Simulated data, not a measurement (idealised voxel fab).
Proc. module: voxel gate over fins
For reference, the cross-section in this document is cut, with width 255 nm and square cells of 5 nm.
Notation: cross-section as square-cell grid; stated in bands, top first, going down; one or more cell rows per band.
It is stipulated that each band's entry specify, in nanometres, the height of the top of the band and then that of its bottom, followed by the materials of the band in left-to-right sequence, each together with its width in nanometres. A single material marked by the word "edge to edge" is understood to fill the band from edge to edge; the word "blank" is understood to denote empty space.
Height datum 0, below which the as-received substrate wafer is one material. Lowest band open at the bottom, running downward: "from 0 down".
A width such as "30 to 40" changes by the same amount from each row of cells to the next, from the band's top row to its bottom row.
The designation "remained the same", where it is given for a processing step, indicates that no cell of the cross-section was altered in the course of that step.
If an empty space has no open way to the top and is at least 8 cells in size, "Enclosed void entries" lists it, written width x height at distance, where distance is measured from the left edge and every value is in nm.
It should be noted that, on the line of a given step, the content following the step's settings is a remark produced by the simulator itself with respect to that step.
Each step line may optionally specify "overlay nm", which for a step with a mask gives the rightward distance between the mask's planned place and where it lay, a negative value indicating the leftward direction.
Process steps foreseen in the plan
- 1: RECEIVE,material Si
- 2: CONFORMAL_DEP,material SiN,thk nm 10
- 3: DIRECTIONAL_DEP,material aC,thk nm 10
- 4: PATTERN,tone cover,mask id FINS,material resist,width nm 15,pitch nm 50,thk nm 30,overlay nm 0
- 5: DIRECTIONAL_ETCH,etch materials aC,depth nm 10
- 6: STRIP,etch materials resist
- 7: DIRECTIONAL_ETCH,etch materials SiN,depth nm 10
- 8: DIRECTIONAL_ETCH,etch materials Si,depth nm 35
- 9: STRIP,etch materials aC
- 10: OXIDIZE,depth nm 5
- 11: FILL_DEP,material SiO2,thk nm 5
- 12: CMP,height nm 10
- 13: DIRECTIONAL_DEP,material aC,thk nm 15
- 14: PATTERN,tone open,mask id RAIL,material resist,width nm 15,thk nm 35,overlay nm 0
- 15: DIRECTIONAL_ETCH,etch materials aC,depth nm 15
- 16: STRIP,etch materials resist
- 17: DIRECTIONAL_ETCH,etch materials SiO2,depth nm 40
- 18: STRIP,etch materials aC
- 19: CONFORMAL_DEP,material TiN,thk nm 5
- 20: FILL_DEP,material Ru,thk nm 10
- 21: CMP,height nm 10
- 22: SELECTIVE_ETCH,etch materials W Ru TiN,depth nm 35
- 23: FILL_DEP,material SiO2,thk nm 5
- 24: CMP,height nm 10
- 25: SELECTIVE_ETCH,etch materials SiO2,depth nm 25
- 26: STRIP,etch materials SiN
- 27: CONFORMAL_DEP,material HfO2,thk nm 5
- 28: CONFORMAL_DEP,material TiN,thk nm 5
- 29: CONFORMAL_DEP,material TiAl,thk nm 5
- 30: CONFORMAL_DEP,material TiN,thk nm 5
- 31: FILL_DEP,material W,thk nm 10
- 32: CMP,height nm 25
- 33: CONFORMAL_DEP,material SiCN,thk nm 10
The first of the two wafers, which ran as planned
Received-state cross-section, reflecting completion of step 1
> from 0 down = Si edge to edge
> Enclosed void entries: none
Step 2 complete: cross-section through the wafer
> from 10 to 0 = SiN edge to edge
> For the remainder of the cross-section, below 0, there is no change.
Step 3 complete: cross-section through the wafer
> from 20 to 10 = aC edge to edge
> For the remainder of the cross-section, below 10, there is no change.
Step 4 complete: cross-section through the wafer
> from 50 to 20 = 70 blank, 15 resist, 35 blank, 15 resist, 35 blank, 15 resist, 70 blank
> For the remainder of the cross-section, below 20, there is no change.
Step 5 complete: cross-section through the wafer
> from 40 to 20 = 70 blank, 15 resist, 35 blank, 15 resist, 35 blank, 15 resist, 70 blank
> from 20 to 10 = 70 blank, 15 aC, 35 blank, 15 aC, 35 blank, 15 aC, 70 blank
> For the remainder of the cross-section, below 10, there is no change.
Step 6 complete: cross-section through the wafer
> from 20 to 10 = 70 blank, 15 aC, 35 blank, 15 aC, 35 blank, 15 aC, 70 blank
> For the remainder of the cross-section, below 10, there is no change.
Step 7 complete: cross-section through the wafer
> from 20 to 10 = 70 blank, 15 aC, 35 blank, 15 aC, 35 blank, 15 aC, 70 blank
> from 10 to 0 = 70 blank, 15 SiN, 35 blank, 15 SiN, 35 blank, 15 SiN, 70 blank
> For the remainder of the cross-section, below 0, there is no change.
Step 8 complete: cross-section through the wafer
> from 20 to 10 = 70 blank, 15 aC, 35 blank, 15 aC, 35 blank, 15 aC, 70 blank
> from 10 to 0 = 70 blank, 15 SiN, 35 blank, 15 SiN, 35 blank, 15 SiN, 70 blank
> from 0 to -35 = 70 blank, 15 Si, 35 blank, 15 Si, 35 blank, 15 Si, 70 blank
> For the remainder of the cross-section, below -35, there is no change.
Step 9 complete: cross-section through the wafer
> from 10 to 0 = 70 blank, 15 SiN, 35 blank, 15 SiN, 35 blank, 15 SiN, 70 blank
> For the remainder of the cross-section, below 0, there is no change.
Step 10 complete: cross-section through the wafer
> from 10 to 0 = 70 blank, 15 SiN, 35 blank, 15 SiN, 35 blank, 15 SiN, 70 blank
> from 0 to -35 = 70 blank, 5 SiO2, 5 Si, 5 SiO2, 35 blank, 5 SiO2, 5 Si, 5 SiO2, 35 blank, 5 SiO2, 5 Si, 5 SiO2, 70 blank
> from -35 to -40 = 75 SiO2, 5 Si, 45 SiO2, 5 Si, 45 SiO2, 5 Si, 75 SiO2
> For the remainder of the cross-section, below -40, there is no change.
Step 11 complete: cross-section through the wafer
> from 15 to 10 = SiO2 edge to edge
> from 10 to 0 = 70 SiO2, 15 SiN, 35 SiO2, 15 SiN, 35 SiO2, 15 SiN, 70 SiO2
> from 0 to -40 = 75 SiO2, 5 Si, 45 SiO2, 5 Si, 45 SiO2, 5 Si, 75 SiO2
> For the remainder of the cross-section, below -40, there is no change.
Step 12 complete: cross-section through the wafer
> from 10 to 0 = 70 SiO2, 15 SiN, 35 SiO2, 15 SiN, 35 SiO2, 15 SiN, 70 SiO2
> For the remainder of the cross-section, below 0, there is no change.
Step 13 complete: cross-section through the wafer
> from 25 to 10 = aC edge to edge
> For the remainder of the cross-section, below 10, there is no change.
Step 14 complete: cross-section through the wafer
> from 60 to 25 = 95 resist, 15 blank, 145 resist
> For the remainder of the cross-section, below 25, there is no change.
Step 15 complete: cross-section through the wafer
> from 45 to 25 = 95 resist, 15 blank, 145 resist
> from 25 to 10 = 95 aC, 15 blank, 145 aC
> For the remainder of the cross-section, below 10, there is no change.
Step 16 complete: cross-section through the wafer
> from 25 to 10 = 95 aC, 15 blank, 145 aC
> For the remainder of the cross-section, below 10, there is no change.
Step 17 complete: cross-section through the wafer
> from 25 to 10 = 95 aC, 15 blank, 145 aC
> from 10 to 0 = 70 SiO2, 15 SiN, 10 SiO2, 15 blank, 10 SiO2, 15 SiN, 35 SiO2, 15 SiN, 70 SiO2
> from 0 to -30 = 75 SiO2, 5 Si, 15 SiO2, 15 blank, 15 SiO2, 5 Si, 45 SiO2, 5 Si, 75 SiO2
> For the remainder of the cross-section, below -30, there is no change.
Step 18 complete: cross-section through the wafer
> from 10 to 0 = 70 SiO2, 15 SiN, 10 SiO2, 15 blank, 10 SiO2, 15 SiN, 35 SiO2, 15 SiN, 70 SiO2
> For the remainder of the cross-section, below 0, there is no change.
Step 19 complete: cross-section through the wafer
> from 15 to 10 = 100 TiN, 5 blank, 150 TiN
> from 10 to 0 = 70 SiO2, 15 SiN, 10 SiO2, 5 TiN, 5 blank, 5 TiN, 10 SiO2, 15 SiN, 35 SiO2, 15 SiN, 70 SiO2
> from 0 to -25 = 75 SiO2, 5 Si, 15 SiO2, 5 TiN, 5 blank, 5 TiN, 15 SiO2, 5 Si, 45 SiO2, 5 Si, 75 SiO2
> from -25 to -30 = 75 SiO2, 5 Si, 15 SiO2, 15 TiN, 15 SiO2, 5 Si, 45 SiO2, 5 Si, 75 SiO2
> For the remainder of the cross-section, below -30, there is no change.
Step 20 complete: cross-section through the wafer
> from 25 to 15 = Ru edge to edge
> from 15 to 10 = 100 TiN, 5 Ru, 150 TiN
> from 10 to 0 = 70 SiO2, 15 SiN, 10 SiO2, 5 TiN, 5 Ru, 5 TiN, 10 SiO2, 15 SiN, 35 SiO2, 15 SiN, 70 SiO2
> from 0 to -25 = 75 SiO2, 5 Si, 15 SiO2, 5 TiN, 5 Ru, 5 TiN, 15 SiO2, 5 Si, 45 SiO2, 5 Si, 75 SiO2
> For the remainder of the cross-section, below -25, there is no change.
Step 21 complete: cross-section through the wafer
> from 10 to 0 = 70 SiO2, 15 SiN, 10 SiO2, 5 TiN, 5 Ru, 5 TiN, 10 SiO2, 15 SiN, 35 SiO2, 15 SiN, 70 SiO2
> For the remainder of the cross-section, below 0, there is no change.
Step 22 complete: cross-section through the wafer
> from 10 to 0 = 70 SiO2, 15 SiN, 10 SiO2, 15 blank, 10 SiO2, 15 SiN, 35 SiO2, 15 SiN, 70 SiO2
> from 0 to -25 = 75 SiO2, 5 Si, 15 SiO2, 15 blank, 15 SiO2, 5 Si, 45 SiO2, 5 Si, 75 SiO2
> For the remainder of the cross-section, below -25, there is no change.
Step 23 complete: cross-section through the wafer
> from 15 to 10 = SiO2 edge to edge
> from 10 to 0 = 70 SiO2, 15 SiN, 35 SiO2, 15 SiN, 35 SiO2, 15 SiN, 70 SiO2
> from 0 to -25 = 75 SiO2, 5 Si, 45 SiO2, 5 Si, 45 SiO2, 5 Si, 75 SiO2
> For the remainder of the cross-section, below -25, there is no change.
Step 24 complete: cross-section through the wafer
> from 10 to 0 = 70 SiO2, 15 SiN, 35 SiO2, 15 SiN, 35 SiO2, 15 SiN, 70 SiO2
> For the remainder of the cross-section, below 0, there is no change.
Step 25 complete: cross-section through the wafer
> from 10 to 0 = 70 blank, 15 SiN, 35 blank, 15 SiN, 35 blank, 15 SiN, 70 blank
> from 0 to -15 = 75 blank, 5 Si, 45 blank, 5 Si, 45 blank, 5 Si, 75 blank
> For the remainder of the cross-section, below -15, there is no change.
Step 26 complete: cross-section through the wafer
> from 0 to -15 = 75 blank, 5 Si, 45 blank, 5 Si, 45 blank, 5 Si, 75 blank
> For the remainder of the cross-section, below -15, there is no change.
Step 27 complete: cross-section through the wafer
> from 5 to 0 = 70 blank, 15 HfO2, 35 blank, 15 HfO2, 35 blank, 15 HfO2, 70 blank
> from 0 to -10 = 70 blank, 5 HfO2, 5 Si, 5 HfO2, 35 blank, 5 HfO2, 5 Si, 5 HfO2, 35 blank, 5 HfO2, 5 Si, 5 HfO2, 70 blank
> from -10 to -15 = 75 HfO2, 5 Si, 45 HfO2, 5 Si, 45 HfO2, 5 Si, 75 HfO2
> For the remainder of the cross-section, below -15, there is no change.
Step 28 complete: cross-section through the wafer
> from 10 to 5 = 65 blank, 25 TiN, 25 blank, 25 TiN, 25 blank, 25 TiN, 65 blank
> from 5 to 0 = 65 blank, 5 TiN, 15 HfO2, 5 TiN, 25 blank, 5 TiN, 15 HfO2, 5 TiN, 25 blank, 5 TiN, 15 HfO2, 5 TiN, 65 blank
> from 0 to -5 = 65 blank, 5 TiN, 5 HfO2, 5 Si, 5 HfO2, 5 TiN, 25 blank, 5 TiN, 5 HfO2, 5 Si, 5 HfO2, 5 TiN, 25 blank, 5 TiN, 5 HfO2, 5 Si, 5 HfO2, 5 TiN, 65 blank
> from -5 to -10 = 70 TiN, 5 HfO2, 5 Si, 5 HfO2, 35 TiN, 5 HfO2, 5 Si, 5 HfO2, 35 TiN, 5 HfO2, 5 Si, 5 HfO2, 70 TiN
> For the remainder of the cross-section, below -10, there is no change.
Step 29 complete: cross-section through the wafer
> from 15 to 10 = 60 blank, 35 TiAl, 15 blank, 35 TiAl, 15 blank, 35 TiAl, 60 blank
> from 10 to 5 = 60 blank, 5 TiAl, 25 TiN, 5 TiAl, 15 blank, 5 TiAl, 25 TiN, 5 TiAl, 15 blank, 5 TiAl, 25 TiN, 5 TiAl, 60 blank
> from 5 to 0 = 60 blank, 5 TiAl, 5 TiN, 15 HfO2, 5 TiN, 5 TiAl, 15 blank, 5 TiAl, 5 TiN, 15 HfO2, 5 TiN, 5 TiAl, 15 blank, 5 TiAl, 5 TiN, 15 HfO2, 5 TiN, 5 TiAl, 60 blank
> from 0 to -5 = 65 TiAl, 5 TiN, 5 HfO2, 5 Si, 5 HfO2, 5 TiN, 25 TiAl, 5 TiN, 5 HfO2, 5 Si, 5 HfO2, 5 TiN, 25 TiAl, 5 TiN, 5 HfO2, 5 Si, 5 HfO2, 5 TiN, 65 TiAl
> For the remainder of the cross-section, below -5, there is no change.
Step 30 complete: cross-section through the wafer
> from 20 to 15 = 55 blank, 45 TiN, 5 blank, 45 TiN, 5 blank, 45 TiN, 55 blank
> from 15 to 10 = 55 blank, 5 TiN, 35 TiAl, 5 TiN, 5 blank, 5 TiN, 35 TiAl, 5 TiN, 5 blank, 5 TiN, 35 TiAl, 5 TiN, 55 blank
> from 10 to 5 = 55 blank, 5 TiN, 5 TiAl, 25 TiN, 5 TiAl, 5 TiN, 5 blank, 5 TiN, 5 TiAl, 25 TiN, 5 TiAl, 5 TiN, 5 blank, 5 TiN, 5 TiAl, 25 TiN, 5 TiAl, 5 TiN, 55 blank
> from 5 to 0 = 60 TiN, 5 TiAl, 5 TiN, 15 HfO2, 5 TiN, 5 TiAl, 15 TiN, 5 TiAl, 5 TiN, 15 HfO2, 5 TiN, 5 TiAl, 15 TiN, 5 TiAl, 5 TiN, 15 HfO2, 5 TiN, 5 TiAl, 60 TiN
> For the remainder of the cross-section, below 0, there is no change.
Step 31 complete: cross-section through the wafer
> from 30 to 20 = W edge to edge
> from 20 to 15 = 55 W, 45 TiN, 5 W, 45 TiN, 5 W, 45 TiN, 55 W
> from 15 to 10 = 55 W, 5 TiN, 35 TiAl, 5 TiN, 5 W, 5 TiN, 35 TiAl, 5 TiN, 5 W, 5 TiN, 35 TiAl, 5 TiN, 55 W
> from 10 to 5 = 55 W, 5 TiN, 5 TiAl, 25 TiN, 5 TiAl, 5 TiN, 5 W, 5 TiN, 5 TiAl, 25 TiN, 5 TiAl, 5 TiN, 5 W, 5 TiN, 5 TiAl, 25 TiN, 5 TiAl, 5 TiN, 55 W
> For the remainder of the cross-section, below 5, there is no change.
Step 32 complete: cross-section through the wafer
> from 25 to 20 = W edge to edge
> For the remainder of the cross-section, below 20, there is no change.
Step 33 complete: cross-section through the wafer
> from 35 to 25 = SiCN edge to edge
> For the remainder of the cross-section, below 25, there is no change.
Second wafer, same starting state and plan as the first, one mistake in the run, identical through step 13
When step 14 should have ended
> from 60 to 25 = 105 resist, 15 blank, 135 resist
> For the remainder of the cross-section, below 25, there is no change.
When step 15 should have ended
> from 45 to 25 = 105 resist, 15 blank, 135 resist
> from 25 to 10 = 105 aC, 15 blank, 135 aC
> For the remainder of the cross-section, below 10, there is no change.
When step 16 should have ended
> from 25 to 10 = 105 aC, 15 blank, 135 aC
> For the remainder of the cross-section, below 10, there is no change.
When step 17 should have ended
> from 25 to 10 = 105 aC, 15 blank, 135 aC
> from 10 to 0 = 70 SiO2, 15 SiN, 20 SiO2, 15 blank, 15 SiN, 35 SiO2, 15 SiN, 70 SiO2
> from 0 to -30 = 75 SiO2, 5 Si, 25 SiO2, 15 blank, 5 SiO2, 5 Si, 45 SiO2, 5 Si, 75 SiO2
> For the remainder of the cross-section, below -30, there is no change.
When step 18 should have ended
> from 10 to 0 = 70 SiO2, 15 SiN, 20 SiO2, 15 blank, 15 SiN, 35 SiO2, 15 SiN, 70 SiO2
> For the remainder of the cross-section, below 0, there is no change.
When step 19 should have ended
> from 15 to 10 = 110 TiN, 5 blank, 140 TiN
> from 10 to 0 = 70 SiO2, 15 SiN, 20 SiO2, 5 TiN, 5 blank, 5 TiN, 15 SiN, 35 SiO2, 15 SiN, 70 SiO2
> from 0 to -25 = 75 SiO2, 5 Si, 25 SiO2, 5 TiN, 5 blank, 5 TiN, 5 SiO2, 5 Si, 45 SiO2, 5 Si, 75 SiO2
> from -25 to -30 = 75 SiO2, 5 Si, 25 SiO2, 15 TiN, 5 SiO2, 5 Si, 45 SiO2, 5 Si, 75 SiO2
> For the remainder of the cross-section, below -30, there is no change.
When step 20 should have ended
> from 25 to 15 = Ru edge to edge
> from 15 to 10 = 110 TiN, 5 Ru, 140 TiN
> from 10 to 0 = 70 SiO2, 15 SiN, 20 SiO2, 5 TiN, 5 Ru, 5 TiN, 15 SiN, 35 SiO2, 15 SiN, 70 SiO2
> from 0 to -25 = 75 SiO2, 5 Si, 25 SiO2, 5 TiN, 5 Ru, 5 TiN, 5 SiO2, 5 Si, 45 SiO2, 5 Si, 75 SiO2
> For the remainder of the cross-section, below -25, there is no change.
When step 21 should have ended
> from 10 to 0 = 70 SiO2, 15 SiN, 20 SiO2, 5 TiN, 5 Ru, 5 TiN, 15 SiN, 35 SiO2, 15 SiN, 70 SiO2
> For the remainder of the cross-section, below 0, there is no change.
When step 22 should have ended
> from 10 to 0 = 70 SiO2, 15 SiN, 20 SiO2, 15 blank, 15 SiN, 35 SiO2, 15 SiN, 70 SiO2
> from 0 to -25 = 75 SiO2, 5 Si, 25 SiO2, 15 blank, 5 SiO2, 5 Si, 45 SiO2, 5 Si, 75 SiO2
> For the remainder of the cross-section, below -25, there is no change.
When step 23 should have ended
> from 15 to 10 = SiO2 edge to edge
> from 10 to 0 = 70 SiO2, 15 SiN, 35 SiO2, 15 SiN, 35 SiO2, 15 SiN, 70 SiO2
> from 0 to -25 = 75 SiO2, 5 Si, 45 SiO2, 5 Si, 45 SiO2, 5 Si, 75 SiO2
> For the remainder of the cross-section, below -25, there is no change.
When step 24 should have ended
> from 10 to 0 = 70 SiO2, 15 SiN, 35 SiO2, 15 SiN, 35 SiO2, 15 SiN, 70 SiO2
> For the remainder of the cross-section, below 0, there is no change.
When step 25 should have ended
> from 10 to 0 = 70 blank, 15 SiN, 35 blank, 15 SiN, 35 blank, 15 SiN, 70 blank
> from 0 to -15 = 75 blank, 5 Si, 45 blank, 5 Si, 45 blank, 5 Si, 75 blank
> For the remainder of the cross-section, below -15, there is no change.
When step 26 should have ended
> from 0 to -15 = 75 blank, 5 Si, 45 blank, 5 Si, 45 blank, 5 Si, 75 blank
> For the remainder of the cross-section, below -15, there is no change.
When step 27 should have ended
> from 5 to 0 = 70 blank, 15 HfO2, 35 blank, 15 HfO2, 35 blank, 15 HfO2, 70 blank
> from 0 to -10 = 70 blank, 5 HfO2, 5 Si, 5 HfO2, 35 blank, 5 HfO2, 5 Si, 5 HfO2, 35 blank, 5 HfO2, 5 Si, 5 HfO2, 70 blank
> from -10 to -15 = 75 HfO2, 5 Si, 45 HfO2, 5 Si, 45 HfO2, 5 Si, 75 HfO2
> For the remainder of the cross-section, below -15, there is no change.
When step 28 should have ended
> from 10 to 5 = 65 blank, 25 TiN, 25 blank, 25 TiN, 25 blank, 25 TiN, 65 blank
> from 5 to 0 = 65 blank, 5 TiN, 15 HfO2, 5 TiN, 25 blank, 5 TiN, 15 HfO2, 5 TiN, 25 blank, 5 TiN, 15 HfO2, 5 TiN, 65 blank
> from 0 to -5 = 65 blank, 5 TiN, 5 HfO2, 5 Si, 5 HfO2, 5 TiN, 25 blank, 5 TiN, 5 HfO2, 5 Si, 5 HfO2, 5 TiN, 25 blank, 5 TiN, 5 HfO2, 5 Si, 5 HfO2, 5 TiN, 65 blank
> from -5 to -10 = 70 TiN, 5 HfO2, 5 Si, 5 HfO2, 35 TiN, 5 HfO2, 5 Si, 5 HfO2, 35 TiN, 5 HfO2, 5 Si, 5 HfO2, 70 TiN
> For the remainder of the cross-section, below -10, there is no change.
When step 29 should have ended
> from 15 to 10 = 60 blank, 35 TiAl, 15 blank, 35 TiAl, 15 blank, 35 TiAl, 60 blank
> from 10 to 5 = 60 blank, 5 TiAl, 25 TiN, 5 TiAl, 15 blank, 5 TiAl, 25 TiN, 5 TiAl, 15 blank, 5 TiAl, 25 TiN, 5 TiAl, 60 blank
> from 5 to 0 = 60 blank, 5 TiAl, 5 TiN, 15 HfO2, 5 TiN, 5 TiAl, 15 blank, 5 TiAl, 5 TiN, 15 HfO2, 5 TiN, 5 TiAl, 15 blank, 5 TiAl, 5 TiN, 15 HfO2, 5 TiN, 5 TiAl, 60 blank
> from 0 to -5 = 65 TiAl, 5 TiN, 5 HfO2, 5 Si, 5 HfO2, 5 TiN, 25 TiAl, 5 TiN, 5 HfO2, 5 Si, 5 HfO2, 5 TiN, 25 TiAl, 5 TiN, 5 HfO2, 5 Si, 5 HfO2, 5 TiN, 65 TiAl
> For the remainder of the cross-section, below -5, there is no change.
When step 30 should have ended
> from 20 to 15 = 55 blank, 45 TiN, 5 blank, 45 TiN, 5 blank, 45 TiN, 55 blank
> from 15 to 10 = 55 blank, 5 TiN, 35 TiAl, 5 TiN, 5 blank, 5 TiN, 35 TiAl, 5 TiN, 5 blank, 5 TiN, 35 TiAl, 5 TiN, 55 blank
> from 10 to 5 = 55 blank, 5 TiN, 5 TiAl, 25 TiN, 5 TiAl, 5 TiN, 5 blank, 5 TiN, 5 TiAl, 25 TiN, 5 TiAl, 5 TiN, 5 blank, 5 TiN, 5 TiAl, 25 TiN, 5 TiAl, 5 TiN, 55 blank
> from 5 to 0 = 60 TiN, 5 TiAl, 5 TiN, 15 HfO2, 5 TiN, 5 TiAl, 15 TiN, 5 TiAl, 5 TiN, 15 HfO2, 5 TiN, 5 TiAl, 15 TiN, 5 TiAl, 5 TiN, 15 HfO2, 5 TiN, 5 TiAl, 60 TiN
> For the remainder of the cross-section, below 0, there is no change.
When step 31 should have ended
> from 30 to 20 = W edge to edge
> from 20 to 15 = 55 W, 45 TiN, 5 W, 45 TiN, 5 W, 45 TiN, 55 W
> from 15 to 10 = 55 W, 5 TiN, 35 TiAl, 5 TiN, 5 W, 5 TiN, 35 TiAl, 5 TiN, 5 W, 5 TiN, 35 TiAl, 5 TiN, 55 W
> from 10 to 5 = 55 W, 5 TiN, 5 TiAl, 25 TiN, 5 TiAl, 5 TiN, 5 W, 5 TiN, 5 TiAl, 25 TiN, 5 TiAl, 5 TiN, 5 W, 5 TiN, 5 TiAl, 25 TiN, 5 TiAl, 5 TiN, 55 W
> For the remainder of the cross-section, below 5, there is no change.
When step 32 should have ended
> from 25 to 20 = W edge to edge
> For the remainder of the cross-section, below 20, there is no change.
When step 33 should have ended
> from 35 to 25 = SiCN edge to edge
> For the remainder of the cross-section, below 25, there is no change.
The plan and the run diverged here: note that step 14 departed from the planned setting and was carried out as PATTERN,tone open,mask id RAIL,material resist,width nm 15,thk nm 35,overlay nm 10
Cell counts per material: same on both final wafers. Positions: different.
